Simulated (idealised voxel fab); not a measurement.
voxel self aligned vias: a process module
It is cross-section cut that appears here, measuring 270 nm in width, its square cells being 5 nm in size.
This document writes a cross-section as a grid whose cells are square, and gives it as bands, listed from the top down; one or more rows of cells form a band.
Look at the band entry: it leads with the top's height and the bottom's height in nm. Then it lists the materials left to right, with a width in nm for each. The word "edge to edge" on a single material says that material fills the band edge to edge. The word "air" is empty space.
Height reference: 0 = level under which incoming wafer is all one material. Lowest band: no bottom, runs on downward, e.g. "0 and below".
It should be noted that a width expressed as "30->40" varies in equal increments from row to row of cells within the band, taking the value of the first number at the top row and that of the second number at the bottom row.
"left unchanged" means the step left every cell of the cross-section as it was.
Voids not open to the top, 8 cells minimum: see "Cavities, closed". Written width x height at distance; distance is from the left edge; nm.
Step line, after settings: the simulator's comment on this step.
overlay nm: step with mask; distance mask lay right of planned place; negative value = left of planned place.
Planned process steps:
| 1 | RECEIVE, material Si |
| 2 | CONFORMAL_DEP, material SiO2, thk nm 15 |
| 3 | CONFORMAL_DEP, material SiCN, thk nm 5 |
| 4 | DIRECTIONAL_DEP, material lowk, thk nm 30 |
| 5 | MASKED_ETCH, tone open, mask id LINES, width nm 25, pitch nm 75, etch materials lowk, depth nm 30, overlay nm 0 |
| 6 | CONFORMAL_DEP, material TiN, thk nm 5 |
| 7 | FILL_DEP, material W, thk nm 10 |
| 8 | CMP, height nm 50 |
| 9 | SELECTIVE_ETCH, etch materials W Ru TiN, depth nm 5 |
| 10 | FILL_DEP, material SiN, thk nm 5 |
| 11 | CMP, height nm 50 |
| 12 | DIRECTIONAL_DEP, material lowk, thk nm 15 |
| 13 | MASKED_ETCH, tone open, mask id VIAS, width nm 45, pitch nm 75, etch materials lowk, depth nm 15, overlay nm 0 |
| 14 | MASKED_ETCH, tone open, mask id VIAS, width nm 45, pitch nm 75, etch materials SiN, depth nm 5, overlay nm 0 |
| 15 | CONFORMAL_DEP, material TiN, thk nm 5 |
| 16 | FILL_DEP, material Cu, thk nm 10 |
| 17 | CMP, height nm 65 |
| 18 | CONFORMAL_DEP, material SiN, thk nm 5 |
First of two wafers, processed according to plan:
As received (post step 1): cross-section:
	0 and below  Si edge to edge
	Cavities, closed: none
How the wafer stands in section after step 2:
	15 down to 0  SiO2 edge to edge
	Below 0, the layers are the same as they were.
How the wafer stands in section after step 3:
	20 down to 15  SiCN edge to edge
	Below 15, the layers are the same as they were.
How the wafer stands in section after step 4:
	50 down to 20  lowk edge to edge
	Below 20, the layers are the same as they were.
How the wafer stands in section after step 5:
	50 down to 20  45 of lowk, 25 of air, 50 of lowk, 25 of air, 50 of lowk, 25 of air, 50 of lowk
	Below 20, the layers are the same as they were.
How the wafer stands in section after step 6:
	55 down to 50  50 of TiN, 15 of air, 60 of TiN, 15 of air, 60 of TiN, 15 of air, 55 of TiN
	50 down to 25  45 of lowk, 5 of TiN, 15 of air, 5 of TiN, 50 of lowk, 5 of TiN, 15 of air, 5 of TiN, 50 of lowk, 5 of TiN, 15 of air, 5 of TiN, 50 of lowk
	25 down to 20  45 of lowk, 25 of TiN, 50 of lowk, 25 of TiN, 50 of lowk, 25 of TiN, 50 of lowk
	Below 20, the layers are the same as they were.
How the wafer stands in section after step 7:
	65 down to 55  W edge to edge
	55 down to 50  50 of TiN, 15 of W, 60 of TiN, 15 of W, 60 of TiN, 15 of W, 55 of TiN
	50 down to 25  45 of lowk, 5 of TiN, 15 of W, 5 of TiN, 50 of lowk, 5 of TiN, 15 of W, 5 of TiN, 50 of lowk, 5 of TiN, 15 of W, 5 of TiN, 50 of lowk
	Below 25, the layers are the same as they were.
How the wafer stands in section after step 8:
	50 down to 25  45 of lowk, 5 of TiN, 15 of W, 5 of TiN, 50 of lowk, 5 of TiN, 15 of W, 5 of TiN, 50 of lowk, 5 of TiN, 15 of W, 5 of TiN, 50 of lowk
	Below 25, the layers are the same as they were.
How the wafer stands in section after step 9:
	50 down to 45  45 of lowk, 25 of air, 50 of lowk, 25 of air, 50 of lowk, 25 of air, 50 of lowk
	Below 45, the layers are the same as they were.
How the wafer stands in section after step 10:
	55 down to 50  SiN edge to edge
	50 down to 45  45 of lowk, 25 of SiN, 50 of lowk, 25 of SiN, 50 of lowk, 25 of SiN, 50 of lowk
	Below 45, the layers are the same as they were.
How the wafer stands in section after step 11:
	50 down to 45  45 of lowk, 25 of SiN, 50 of lowk, 25 of SiN, 50 of lowk, 25 of SiN, 50 of lowk
	Below 45, the layers are the same as they were.
How the wafer stands in section after step 12:
	65 down to 50  lowk edge to edge
	Below 50, the layers are the same as they were.
How the wafer stands in section after step 13:
	65 down to 50  35 of lowk, 45 of air, 30 of lowk, 45 of air, 30 of lowk, 45 of air, 40 of lowk
	Below 50, the layers are the same as they were.
How the wafer stands in section after step 14:
	65 down to 50  35 of lowk, 45 of air, 30 of lowk, 45 of air, 30 of lowk, 45 of air, 40 of lowk
	50 down to 45  45 of lowk, 25 of air, 50 of lowk, 25 of air, 50 of lowk, 25 of air, 50 of lowk
	Below 45, the layers are the same as they were.
How the wafer stands in section after step 15:
	70 down to 65  40 of TiN, 35 of air, 40 of TiN, 35 of air, 40 of TiN, 35 of air, 45 of TiN
	65 down to 55  35 of lowk, 5 of TiN, 35 of air, 5 of TiN, 30 of lowk, 5 of TiN, 35 of air, 5 of TiN, 30 of lowk, 5 of TiN, 35 of air, 5 of TiN, 40 of lowk
	55 down to 50  35 of lowk, 15 of TiN, 15 of air, 15 of TiN, 30 of lowk, 15 of TiN, 15 of air, 15 of TiN, 30 of lowk, 15 of TiN, 15 of air, 15 of TiN, 40 of lowk
	50 down to 45  45 of lowk, 25 of TiN, 50 of lowk, 25 of TiN, 50 of lowk, 25 of TiN, 50 of lowk
	Below 45, the layers are the same as they were.
How the wafer stands in section after step 16:
	80 down to 70  Cu edge to edge
	70 down to 65  40 of TiN, 35 of Cu, 40 of TiN, 35 of Cu, 40 of TiN, 35 of Cu, 45 of TiN
	65 down to 55  35 of lowk, 5 of TiN, 35 of Cu, 5 of TiN, 30 of lowk, 5 of TiN, 35 of Cu, 5 of TiN, 30 of lowk, 5 of TiN, 35 of Cu, 5 of TiN, 40 of lowk
	55 down to 50  35 of lowk, 15 of TiN, 15 of Cu, 15 of TiN, 30 of lowk, 15 of TiN, 15 of Cu, 15 of TiN, 30 of lowk, 15 of TiN, 15 of Cu, 15 of TiN, 40 of lowk
	Below 50, the layers are the same as they were.
How the wafer stands in section after step 17:
	65 down to 55  35 of lowk, 5 of TiN, 35 of Cu, 5 of TiN, 30 of lowk, 5 of TiN, 35 of Cu, 5 of TiN, 30 of lowk, 5 of TiN, 35 of Cu, 5 of TiN, 40 of lowk
	Below 55, the layers are the same as they were.
How the wafer stands in section after step 18:
	70 down to 65  SiN edge to edge
	Below 65, the layers are the same as they were.
The remaining wafer, second of the two, started like the first and was run to the same plan, except that one mistake was made along the way; the two coincide through step 12, inclusive:
Second wafer cross-section, taken as of the time the plan sets for step 13 to be done:
	65 down to 50  35 of lowk, 45 of air, 30 of lowk, 45 of air, 30 of lowk, 45 of air, 40 of lowk
	50 down to 45  35 of lowk, 10 of air, 25 of SiN, 10 of air, 30 of lowk, 10 of air, 25 of SiN, 10 of air, 30 of lowk, 10 of air, 25 of SiN, 10 of air, 40 of lowk
	45 down to 40  35 of lowk, 10 of air, 5 of TiN, 15 of W, 5 of TiN, 10 of air, 30 of lowk, 10 of air, 5 of TiN, 15 of W, 5 of TiN, 10 of air, 30 of lowk, 10 of air, 5 of TiN, 15 of W, 5 of TiN, 10 of air, 40 of lowk
	Below 40, the layers are the same as they were.
Second wafer cross-section, taken as of the time the plan sets for step 14 to be done:
	65 down to 45  35 of lowk, 45 of air, 30 of lowk, 45 of air, 30 of lowk, 45 of air, 40 of lowk
	Below 45, the layers are the same as they were.
Second wafer cross-section, taken as of the time the plan sets for step 15 to be done:
	70 down to 65  40 of TiN, 35 of air, 40 of TiN, 35 of air, 40 of TiN, 35 of air, 45 of TiN
	65 down to 50  35 of lowk, 5 of TiN, 35 of air, 5 of TiN, 30 of lowk, 5 of TiN, 35 of air, 5 of TiN, 30 of lowk, 5 of TiN, 35 of air, 5 of TiN, 40 of lowk
	50 down to 45  35 of lowk, 45 of TiN, 30 of lowk, 45 of TiN, 30 of lowk, 45 of TiN, 40 of lowk
	45 down to 40  35 of lowk, 15 of TiN, 15 of W, 15 of TiN, 30 of lowk, 15 of TiN, 15 of W, 15 of TiN, 30 of lowk, 15 of TiN, 15 of W, 15 of TiN, 40 of lowk
	Below 40, the layers are the same as they were.
Second wafer cross-section, taken as of the time the plan sets for step 16 to be done:
	80 down to 70  Cu edge to edge
	70 down to 65  40 of TiN, 35 of Cu, 40 of TiN, 35 of Cu, 40 of TiN, 35 of Cu, 45 of TiN
	65 down to 50  35 of lowk, 5 of TiN, 35 of Cu, 5 of TiN, 30 of lowk, 5 of TiN, 35 of Cu, 5 of TiN, 30 of lowk, 5 of TiN, 35 of Cu, 5 of TiN, 40 of lowk
	Below 50, the layers are the same as they were.
Second wafer cross-section, taken as of the time the plan sets for step 17 to be done:
	65 down to 50  35 of lowk, 5 of TiN, 35 of Cu, 5 of TiN, 30 of lowk, 5 of TiN, 35 of Cu, 5 of TiN, 30 of lowk, 5 of TiN, 35 of Cu, 5 of TiN, 40 of lowk
	Below 50, the layers are the same as they were.
Second wafer cross-section, taken as of the time the plan sets for step 18 to be done:
	70 down to 65  SiN edge to edge
	Below 65, the layers are the same as they were.
Where did the run depart from the plan? in deviation from the planned setting, step 13 was conducted as MASKED_ETCH, tone open, mask id VIAS, width nm 45, pitch nm 75, etch materials lowk, depth nm 25, overlay nm 0
Once processing is complete, comparing cell counts shows that the second wafer has more or fewer of certain materials than the first: Cu: 12 more | TiN: 12 more | lowk: 24 fewer
